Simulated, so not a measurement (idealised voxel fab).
The document below concerns the process module designated voxel gate over fins.
cross-section cut | 295 nm wide | cells 5 nm
When this document writes out a cross-section, it uses a grid of square cells and lists it as bands, beginning at the top and moving down, with a band standing for one or more rows of cells. What a band's entry tells you: where the top is and where the bottom is, as heights in nm, and after that what lies inside, material by material from left to right, each with its width in nm. Empty space is written as the word "air", and a single material marked with the word "throughout" occupies the band from edge to edge. Beneath 0, the wafer as received is one material, and that level is where height counting begins. The lowest band goes on downward without a bottom; it is written like "0 down". The width entry "30 to 40" should be interpreted row by row: the top row of cells in the band takes the first number, the bottom row takes the second number, and the change between adjacent rows is uniform throughout. "changes: none" after a step means that no cell of the cross-section changed. Basically, "Voids, sealed" tells you about the enclosed voids: empty spaces with no open way to the top, 8 cells or bigger, each written width x height at distance, where distance is from the left edge, all in nm. Text after the settings on a step's line: the simulator's own remark on that step. The setting "overlay nm" may be written on the line of a step. When the step uses a mask, the value reports how far to the right of the planned place the mask lay, and a negative value reports that it lay to the left.

PROCESS STEPS FORESEEN IN THE PLAN
1 RECEIVE: material Si
2 CONFORMAL_DEP: material SiN, thk nm 10
3 PATTERN: tone cover, mask id FINS, material resist, width nm 15, pitch nm 45, thk nm 20, overlay nm 0
4 DIRECTIONAL_ETCH: etch materials SiN, depth nm 10
5 DIRECTIONAL_ETCH: etch materials Si, depth nm 40
6 STRIP: etch materials resist
7 OXIDIZE: depth nm 5
8 FILL_DEP: material SiO2, thk nm 15
9 CMP: height nm 10
10 SELECTIVE_ETCH: etch materials SiO2, depth nm 20
11 STRIP: etch materials SiN
12 CONFORMAL_DEP: material HfO2, thk nm 5
13 CONFORMAL_DEP: material TiN, thk nm 5
14 FILL_DEP: material W, thk nm 10
15 CMP: height nm 15
16 CONFORMAL_DEP: material SiN, thk nm 10

CONCERNING THE FIRST OF TWO WAFERS, WHICH WAS RUN IN ACCORDANCE WITH THE PLAN

AS-RECEIVED STATE OF THE WAFER IN CROSS-SECTION, EQUIVALENT TO POST-STEP 1
* 0 down: Si throughout
* Voids, sealed: none

CROSS-SECTION THROUGH THE WAFER, STEP 2 FINISHED
* 10 to 0: SiN throughout
* Below 0, the layers are the same as they were.

CROSS-SECTION THROUGH THE WAFER, STEP 3 FINISHED
* 30 to 10: 115 nm air / 15 nm resist / 30 nm air / 15 nm resist / 120 nm air
* Below 10, the layers are the same as they were.

CROSS-SECTION THROUGH THE WAFER, STEP 4 FINISHED
* 30 to 10: 115 nm air / 15 nm resist / 30 nm air / 15 nm resist / 120 nm air
* 10 to 0: 115 nm air / 15 nm SiN / 30 nm air / 15 nm SiN / 120 nm air
* Below 0, the layers are the same as they were.

CROSS-SECTION THROUGH THE WAFER, STEP 5 FINISHED
* 30 to 10: 115 nm air / 15 nm resist / 30 nm air / 15 nm resist / 120 nm air
* 10 to 0: 115 nm air / 15 nm SiN / 30 nm air / 15 nm SiN / 120 nm air
* 0 to -40: 115 nm air / 15 nm Si / 30 nm air / 15 nm Si / 120 nm air
* Below -40, the layers are the same as they were.

CROSS-SECTION THROUGH THE WAFER, STEP 6 FINISHED
* 10 to 0: 115 nm air / 15 nm SiN / 30 nm air / 15 nm SiN / 120 nm air
* Below 0, the layers are the same as they were.

CROSS-SECTION THROUGH THE WAFER, STEP 7 FINISHED
* 10 to 0: 115 nm air / 15 nm SiN / 30 nm air / 15 nm SiN / 120 nm air
* 0 to -40: 115 nm air / 5 nm SiO2 / 5 nm Si / 5 nm SiO2 / 30 nm air / 5 nm SiO2 / 5 nm Si / 5 nm SiO2 / 120 nm air
* -40 to -45: 120 nm SiO2 / 5 nm Si / 40 nm SiO2 / 5 nm Si / 125 nm SiO2
* Below -45, the layers are the same as they were.

CROSS-SECTION THROUGH THE WAFER, STEP 8 FINISHED
* 25 to 10: SiO2 throughout
* 10 to 0: 115 nm SiO2 / 15 nm SiN / 30 nm SiO2 / 15 nm SiN / 120 nm SiO2
* 0 to -45: 120 nm SiO2 / 5 nm Si / 40 nm SiO2 / 5 nm Si / 125 nm SiO2
* Below -45, the layers are the same as they were.

CROSS-SECTION THROUGH THE WAFER, STEP 9 FINISHED
* 10 to 0: 115 nm SiO2 / 15 nm SiN / 30 nm SiO2 / 15 nm SiN / 120 nm SiO2
* Below 0, the layers are the same as they were.

CROSS-SECTION THROUGH THE WAFER, STEP 10 FINISHED
* 10 to 0: 115 nm air / 15 nm SiN / 30 nm air / 15 nm SiN / 120 nm air
* 0 to -10: 120 nm air / 5 nm Si / 40 nm air / 5 nm Si / 125 nm air
* Below -10, the layers are the same as they were.

CROSS-SECTION THROUGH THE WAFER, STEP 11 FINISHED
* 0 to -10: 120 nm air / 5 nm Si / 40 nm air / 5 nm Si / 125 nm air
* Below -10, the layers are the same as they were.

CROSS-SECTION THROUGH THE WAFER, STEP 12 FINISHED
* 5 to 0: 115 nm air / 15 nm HfO2 / 30 nm air / 15 nm HfO2 / 120 nm air
* 0 to -5: 115 nm air / 5 nm HfO2 / 5 nm Si / 5 nm HfO2 / 30 nm air / 5 nm HfO2 / 5 nm Si / 5 nm HfO2 / 120 nm air
* -5 to -10: 120 nm HfO2 / 5 nm Si / 40 nm HfO2 / 5 nm Si / 125 nm HfO2
* Below -10, the layers are the same as they were.

CROSS-SECTION THROUGH THE WAFER, STEP 13 FINISHED
* 10 to 5: 110 nm air / 25 nm TiN / 20 nm air / 25 nm TiN / 115 nm air
* 5 to 0: 110 nm air / 5 nm TiN / 15 nm HfO2 / 5 nm TiN / 20 nm air / 5 nm TiN / 15 nm HfO2 / 5 nm TiN / 115 nm air
* 0 to -5: 115 nm TiN / 5 nm HfO2 / 5 nm Si / 5 nm HfO2 / 30 nm TiN / 5 nm HfO2 / 5 nm Si / 5 nm HfO2 / 120 nm TiN
* Below -5, the layers are the same as they were.

CROSS-SECTION THROUGH THE WAFER, STEP 14 FINISHED
* 20 to 10: W throughout
* 10 to 5: 110 nm W / 25 nm TiN / 20 nm W / 25 nm TiN / 115 nm W
* 5 to 0: 110 nm W / 5 nm TiN / 15 nm HfO2 / 5 nm TiN / 20 nm W / 5 nm TiN / 15 nm HfO2 / 5 nm TiN / 115 nm W
* Below 0, the layers are the same as they were.

CROSS-SECTION THROUGH THE WAFER, STEP 15 FINISHED
* 15 to 10: W throughout
* Below 10, the layers are the same as they were.

CROSS-SECTION THROUGH THE WAFER, STEP 16 FINISHED
* 25 to 15: SiN throughout
* Below 15, the layers are the same as they were.

SECOND WAFER: LIKE START, LIKE PLAN, ONE MISTAKE. THROUGH STEP 2 IT MATCHES THE FIRST WAFER

CROSS-SECTIONAL REPRESENTATION OF THE SECOND WAFER AT THE TIME DESIGNATED IN THE PLAN FOR THE COMPLETION OF STEP 3
* 30 to 10: 115 nm air / 20 nm resist / 25 nm air / 20 nm resist / 115 nm air
* Below 10, the layers are the same as they were.

CROSS-SECTIONAL REPRESENTATION OF THE SECOND WAFER AT THE TIME DESIGNATED IN THE PLAN FOR THE COMPLETION OF STEP 4
* 30 to 10: 115 nm air / 20 nm resist / 25 nm air / 20 nm resist / 115 nm air
* 10 to 0: 115 nm air / 20 nm SiN / 25 nm air / 20 nm SiN / 115 nm air
* Below 0, the layers are the same as they were.

CROSS-SECTIONAL REPRESENTATION OF THE SECOND WAFER AT THE TIME DESIGNATED IN THE PLAN FOR THE COMPLETION OF STEP 5
* 30 to 10: 115 nm air / 20 nm resist / 25 nm air / 20 nm resist / 115 nm air
* 10 to 0: 115 nm air / 20 nm SiN / 25 nm air / 20 nm SiN / 115 nm air
* 0 to -40: 115 nm air / 20 nm Si / 25 nm air / 20 nm Si / 115 nm air
* Below -40, the layers are the same as they were.

CROSS-SECTIONAL REPRESENTATION OF THE SECOND WAFER AT THE TIME DESIGNATED IN THE PLAN FOR THE COMPLETION OF STEP 6
* 10 to 0: 115 nm air / 20 nm SiN / 25 nm air / 20 nm SiN / 115 nm air
* Below 0, the layers are the same as they were.

CROSS-SECTIONAL REPRESENTATION OF THE SECOND WAFER AT THE TIME DESIGNATED IN THE PLAN FOR THE COMPLETION OF STEP 7
* 10 to 0: 115 nm air / 20 nm SiN / 25 nm air / 20 nm SiN / 115 nm air
* 0 to -40: 115 nm air / 5 nm SiO2 / 10 nm Si / 5 nm SiO2 / 25 nm air / 5 nm SiO2 / 10 nm Si / 5 nm SiO2 / 115 nm air
* -40 to -45: 120 nm SiO2 / 10 nm Si / 35 nm SiO2 / 10 nm Si / 120 nm SiO2
* Below -45, the layers are the same as they were.

CROSS-SECTIONAL REPRESENTATION OF THE SECOND WAFER AT THE TIME DESIGNATED IN THE PLAN FOR THE COMPLETION OF STEP 8
* 25 to 10: SiO2 throughout
* 10 to 0: 115 nm SiO2 / 20 nm SiN / 25 nm SiO2 / 20 nm SiN / 115 nm SiO2
* 0 to -45: 120 nm SiO2 / 10 nm Si / 35 nm SiO2 / 10 nm Si / 120 nm SiO2
* Below -45, the layers are the same as they were.

CROSS-SECTIONAL REPRESENTATION OF THE SECOND WAFER AT THE TIME DESIGNATED IN THE PLAN FOR THE COMPLETION OF STEP 9
* 10 to 0: 115 nm SiO2 / 20 nm SiN / 25 nm SiO2 / 20 nm SiN / 115 nm SiO2
* Below 0, the layers are the same as they were.

CROSS-SECTIONAL REPRESENTATION OF THE SECOND WAFER AT THE TIME DESIGNATED IN THE PLAN FOR THE COMPLETION OF STEP 10
* 10 to 0: 115 nm air / 20 nm SiN / 25 nm air / 20 nm SiN / 115 nm air
* 0 to -10: 120 nm air / 10 nm Si / 35 nm air / 10 nm Si / 120 nm air
* Below -10, the layers are the same as they were.

CROSS-SECTIONAL REPRESENTATION OF THE SECOND WAFER AT THE TIME DESIGNATED IN THE PLAN FOR THE COMPLETION OF STEP 11
* 0 to -10: 120 nm air / 10 nm Si / 35 nm air / 10 nm Si / 120 nm air
* Below -10, the layers are the same as they were.

CROSS-SECTIONAL REPRESENTATION OF THE SECOND WAFER AT THE TIME DESIGNATED IN THE PLAN FOR THE COMPLETION OF STEP 12
* 5 to 0: 115 nm air / 20 nm HfO2 / 25 nm air / 20 nm HfO2 / 115 nm air
* 0 to -5: 115 nm air / 5 nm HfO2 / 10 nm Si / 5 nm HfO2 / 25 nm air / 5 nm HfO2 / 10 nm Si / 5 nm HfO2 / 115 nm air
* -5 to -10: 120 nm HfO2 / 10 nm Si / 35 nm HfO2 / 10 nm Si / 120 nm HfO2
* Below -10, the layers are the same as they were.

CROSS-SECTIONAL REPRESENTATION OF THE SECOND WAFER AT THE TIME DESIGNATED IN THE PLAN FOR THE COMPLETION OF STEP 13
* 10 to 5: 110 nm air / 30 nm TiN / 15 nm air / 30 nm TiN / 110 nm air
* 5 to 0: 110 nm air / 5 nm TiN / 20 nm HfO2 / 5 nm TiN / 15 nm air / 5 nm TiN / 20 nm HfO2 / 5 nm TiN / 110 nm air
* 0 to -5: 115 nm TiN / 5 nm HfO2 / 10 nm Si / 5 nm HfO2 / 25 nm TiN / 5 nm HfO2 / 10 nm Si / 5 nm HfO2 / 115 nm TiN
* Below -5, the layers are the same as they were.

CROSS-SECTIONAL REPRESENTATION OF THE SECOND WAFER AT THE TIME DESIGNATED IN THE PLAN FOR THE COMPLETION OF STEP 14
* 20 to 10: W throughout
* 10 to 5: 110 nm W / 30 nm TiN / 15 nm W / 30 nm TiN / 110 nm W
* 5 to 0: 110 nm W / 5 nm TiN / 20 nm HfO2 / 5 nm TiN / 15 nm W / 5 nm TiN / 20 nm HfO2 / 5 nm TiN / 110 nm W
* Below 0, the layers are the same as they were.

CROSS-SECTIONAL REPRESENTATION OF THE SECOND WAFER AT THE TIME DESIGNATED IN THE PLAN FOR THE COMPLETION OF STEP 15
* 15 to 10: W throughout
* Below 10, the layers are the same as they were.

CROSS-SECTIONAL REPRESENTATION OF THE SECOND WAFER AT THE TIME DESIGNATED IN THE PLAN FOR THE COMPLETION OF STEP 16
* 25 to 15: SiN throughout
* Below 15, the layers are the same as they were.
Plan not followed: note that step 3 departed from the planned setting and was carried out as PATTERN: tone cover, mask id FINS, material resist, width nm 20, pitch nm 45, thk nm 20, overlay nm 0
End of process, cell counts, second wafer against first, materials with more or fewer: 18 more of Si | 14 fewer of SiO2 | 4 fewer of W
